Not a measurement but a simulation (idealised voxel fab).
process module | voxel wiring stack
cross-section cut | 200 nm wide | cells 5 nm
A cross-section is a grid of square cells, given in bands from the top down. A band is one or more rows of cells.
Each band's line starts with the height of the band's top and of its bottom, in nm. Then come its materials from left to right, each with its width in nm. One material with "throughout" fills the band from edge to edge. "air" is empty space.
Height 0 is the level under which the wafer as received is all one material. The lowest band goes on downwards, as in "0 down".
A width such as "30 to 40" changes by the same amount from each row of cells to the next, from the band's top row to its bottom row.
"no change" after a step means that no cell of the cross-section changed.
closed voids: empty space of 8 cells or more with no open way to the top, each as width x height at its distance from the left edge, in nm
after a step's settings: what the simulator itself notes on the step
overlay nm, on a step with a mask: how far to the right of its planned place the mask lay; to the left if negative
plan
1 op RECEIVE | material Si
2 op CONFORMAL_DEP | material SiO2 | thk nm 15
3 op CONFORMAL_DEP | material SiN | thk nm 5
4 op DIRECTIONAL_DEP | material SiO2 | thk nm 15
5 op DIRECTIONAL_DEP | material aC | thk nm 15
6 op PATTERN | tone open | mask id METAL_1 | material resist | width nm 25 | pitch nm 55 | thk nm 30 | overlay nm 0
7 op DIRECTIONAL_ETCH | etch materials aC | depth nm 15
8 op STRIP | etch materials resist
9 op DIRECTIONAL_ETCH | etch materials SiO2 | depth nm 15
10 op DIRECTIONAL_ETCH | etch materials SiN | depth nm 5
11 op STRIP | etch materials aC
12 op CONFORMAL_DEP | material TiN | thk nm 5
13 op FILL_DEP | material Cu | thk nm 5
14 op CMP | height nm 35
15 op EPI | material Ru | thk nm 5
16 op FILL_DEP | material SiCN | thk nm 5
17 op DIRECTIONAL_DEP | material lowk | thk nm 20
18 op DIRECTIONAL_DEP | material aC | thk nm 15
19 op PATTERN | tone open | mask id PLUG_1 | material resist | width nm 15 | pitch nm 110 | thk nm 30 | overlay nm 0
20 op DIRECTIONAL_ETCH | etch materials aC | depth nm 15
21 op STRIP | etch materials resist
22 op DIRECTIONAL_ETCH | etch materials lowk | depth nm 20
23 op DIRECTIONAL_ETCH | etch materials SiCN | depth nm 5
24 op STRIP | etch materials aC
25 op EPI | material Ru | thk nm 10
26 op EPI | material Ru | thk nm 10
27 op EPI | material Ru | thk nm 5
28 op CONFORMAL_DEP | material SiN | thk nm 5
29 op DIRECTIONAL_DEP | material lowk | thk nm 20
30 op MASKED_ETCH | tone open | mask id METAL_2 | width nm 25 | pitch nm 55 | etch materials lowk | depth nm 20 | overlay nm 0
31 op MASKED_ETCH | tone open | mask id METAL_2 | width nm 25 | pitch nm 55 | etch materials SiN | depth nm 5 | overlay nm 0
32 op CONFORMAL_DEP | material TiN | thk nm 5
33 op FILL_DEP | material Ru | thk nm 5
34 op CMP | height nm 90
35 op EPI | material Ru | thk nm 5
36 op FILL_DEP | material SiCN | thk nm 5
37 op DIRECTIONAL_DEP | material lowk | thk nm 30
38 op PATTERN | tone open | mask id METAL_3_HOLES | material resist | width nm 15 | pitch nm 110 | thk nm 15 | overlay nm 0
39 op DIRECTIONAL_ETCH | etch materials lowk | depth nm 30
40 op STRIP | etch materials resist
41 op MASKED_ETCH | tone open | mask id METAL_3 | width nm 25 | pitch nm 55 | etch materials lowk | depth nm 15 | overlay nm 0
42 op MASKED_ETCH | tone open | mask id METAL_3 | width nm 25 | pitch nm 55 | etch materials SiCN | depth nm 5 | overlay nm 0
43 op CONFORMAL_DEP | material TiN | thk nm 5
44 op FILL_DEP | material Cu | thk nm 10
45 op CMP | height nm 130
46 op CONFORMAL_DEP | material SiCN | thk nm 5
47 op DIRECTIONAL_DEP | material SiO2 | thk nm 20
48 op MASKED_ETCH | tone open | mask id PLUG_3 | width nm 15 | pitch nm 110 | etch materials SiO2 | depth nm 20 | overlay nm 0
49 op MASKED_ETCH | tone open | mask id PLUG_3 | width nm 15 | pitch nm 110 | etch materials SiCN | depth nm 5 | overlay nm 0
50 op EPI | material Ru | thk nm 10
51 op EPI | material Ru | thk nm 10
52 op EPI | material Ru | thk nm 5
53 op CONFORMAL_DEP | material SiN | thk nm 5
54 op DIRECTIONAL_DEP | material SiO2 | thk nm 25
55 op PATTERN | tone open | mask id METAL_4 | material resist | width nm 25 | pitch nm 55 | thk nm 20 | overlay nm 0
56 op DIRECTIONAL_ETCH | etch materials SiO2 | depth nm 25
57 op DIRECTIONAL_ETCH | etch materials SiN | depth nm 5
58 op STRIP | etch materials resist
59 op CONFORMAL_DEP | material TiN | thk nm 5
60 op FILL_DEP | material Cu | thk nm 5
61 op CMP | height nm 185
62 op CONFORMAL_DEP | material SiN | thk nm 5
as received, after step 1
  0 down: Si throughout
  closed voids: none
first wafer at the end, as planned
  190 to 185: SiN throughout
  185 to 160: SiO2 30 | TiN 5 | Cu 15 | TiN 5 | SiO2 30 | TiN 5 | Cu 15 | TiN 5 | SiO2 30 | TiN 5 | Cu 15 | TiN 5 | SiO2 35
  160 to 155: SiN 30 | TiN 25 | SiN 30 | TiN 25 | SiN 30 | TiN 25 | SiN 35
  155 to 135: SiO2 30 | Ru 15 | SiO2 95 | Ru 15 | SiO2 45
  135 to 130: SiCN 30 | Ru 15 | SiCN 95 | Ru 15 | SiCN 45
  130 to 120: lowk 30 | TiN 5 | Cu 15 | TiN 5 | lowk 30 | TiN 5 | Cu 15 | TiN 5 | lowk 30 | TiN 5 | Cu 15 | TiN 5 | lowk 35
  120 to 115: lowk 30 | TiN 5 | Cu 5 | TiN 15 | lowk 30 | TiN 25 | lowk 30 | TiN 5 | Cu 5 | TiN 15 | lowk 35
  115 to 100: lowk 30 | TiN 5 | Cu 5 | TiN 5 | lowk 95 | TiN 5 | Cu 5 | TiN 5 | lowk 45
  100 to 95: SiCN 30 | TiN 15 | SiCN 95 | TiN 15 | SiCN 45
  95 to 90: SiCN 25 | Ru 35 | SiCN 20 | Ru 35 | SiCN 20 | Ru 35 | SiCN 30
  90 to 70: lowk 30 | TiN 5 | Ru 15 | TiN 5 | lowk 30 | TiN 5 | Ru 15 | TiN 5 | lowk 30 | TiN 5 | Ru 15 | TiN 5 | lowk 35
  70 to 65: SiN 30 | TiN 25 | SiN 30 | TiN 25 | SiN 30 | TiN 25 | SiN 35
  65 to 45: lowk 30 | Ru 15 | lowk 95 | Ru 15 | lowk 45
  45 to 40: SiCN 30 | Ru 15 | SiCN 95 | Ru 15 | SiCN 45
  40 to 35: SiCN 25 | Ru 35 | SiCN 20 | Ru 35 | SiCN 20 | Ru 35 | SiCN 30
  35 to 20: SiO2 30 | TiN 5 | Cu 15 | TiN 5 | SiO2 30 | TiN 5 | Cu 15 | TiN 5 | SiO2 30 | TiN 5 | Cu 15 | TiN 5 | SiO2 35
  20 to 15: SiN 30 | TiN 25 | SiN 30 | TiN 25 | SiN 30 | TiN 25 | SiN 35
  15 to 0: SiO2 throughout
  0 down: Si throughout
  closed voids: none
second wafer at the end: like start, like plan, one mistake
  190 to 185: SiN throughout
  185 to 160: SiO2 30 | TiN 5 | Cu 15 | TiN 5 | SiO2 30 | TiN 5 | Cu 15 | TiN 5 | SiO2 30 | TiN 5 | Cu 15 | TiN 5 | SiO2 35
  160 to 155: SiN 30 | TiN 25 | SiN 30 | TiN 25 | SiN 30 | TiN 25 | SiN 35
  155 to 135: SiO2 30 | Ru 15 | SiO2 95 | Ru 15 | SiO2 45
  135 to 130: SiCN 30 | Ru 15 | SiCN 95 | Ru 15 | SiCN 45
  130 to 125: Cu 20 | TiN 15 | Cu 15 | TiN 15 | Cu 10 | TiN 15 | Cu 15 | TiN 15 | Cu 10 | TiN 15 | Cu 15 | TiN 15 | Cu 25
  125 to 120: TiN 25 | lowk 5 | TiN 5 | Cu 15 | TiN 5 | lowk 5 | TiN 20 | lowk 5 | TiN 5 | Cu 15 | TiN 5 | lowk 5 | TiN 20 | lowk 5 | TiN 5 | Cu 15 | TiN 5 | lowk 5 | TiN 30
  120 to 115: lowk 30 | TiN 5 | Cu 15 | TiN 5 | lowk 30 | TiN 5 | Cu 15 | TiN 5 | lowk 30 | TiN 5 | Cu 15 | TiN 5 | lowk 35
  115 to 110: lowk 30 | TiN 5 | Cu 5 | TiN 15 | lowk 30 | TiN 25 | lowk 30 | TiN 5 | Cu 5 | TiN 15 | lowk 35
  110 to 100: lowk 30 | TiN 5 | Cu 5 | TiN 5 | lowk 95 | TiN 5 | Cu 5 | TiN 5 | lowk 45
  100 to 95: lowk 30 | TiN 15 | lowk 95 | TiN 15 | lowk 45
  95 to 90: lowk 25 | Ru 35 | lowk 20 | Ru 35 | lowk 20 | Ru 35 | lowk 30
  90 to 70: lowk 30 | TiN 5 | Ru 15 | TiN 5 | lowk 30 | TiN 5 | Ru 15 | TiN 5 | lowk 30 | TiN 5 | Ru 15 | TiN 5 | lowk 35
  70 to 65: SiN 30 | TiN 25 | SiN 30 | TiN 25 | SiN 30 | TiN 25 | SiN 35
  65 to 45: lowk 30 | Ru 15 | lowk 95 | Ru 15 | lowk 45
  45 to 40: SiCN 30 | Ru 15 | SiCN 95 | Ru 15 | SiCN 45
  40 to 35: SiCN 25 | Ru 35 | SiCN 20 | Ru 35 | SiCN 20 | Ru 35 | SiCN 30
  35 to 20: SiO2 30 | TiN 5 | Cu 15 | TiN 5 | SiO2 30 | TiN 5 | Cu 15 | TiN 5 | SiO2 30 | TiN 5 | Cu 15 | TiN 5 | SiO2 35
  20 to 15: SiN 30 | TiN 25 | SiN 30 | TiN 25 | SiN 30 | TiN 25 | SiN 35
  15 to 0: SiO2 throughout
  0 down: Si throughout
  closed voids: none
what went wrong: step 36 was left out
at the end the second wafer has, in cells: 20 more of Cu | 53 fewer of SiCN | 33 more of TiN
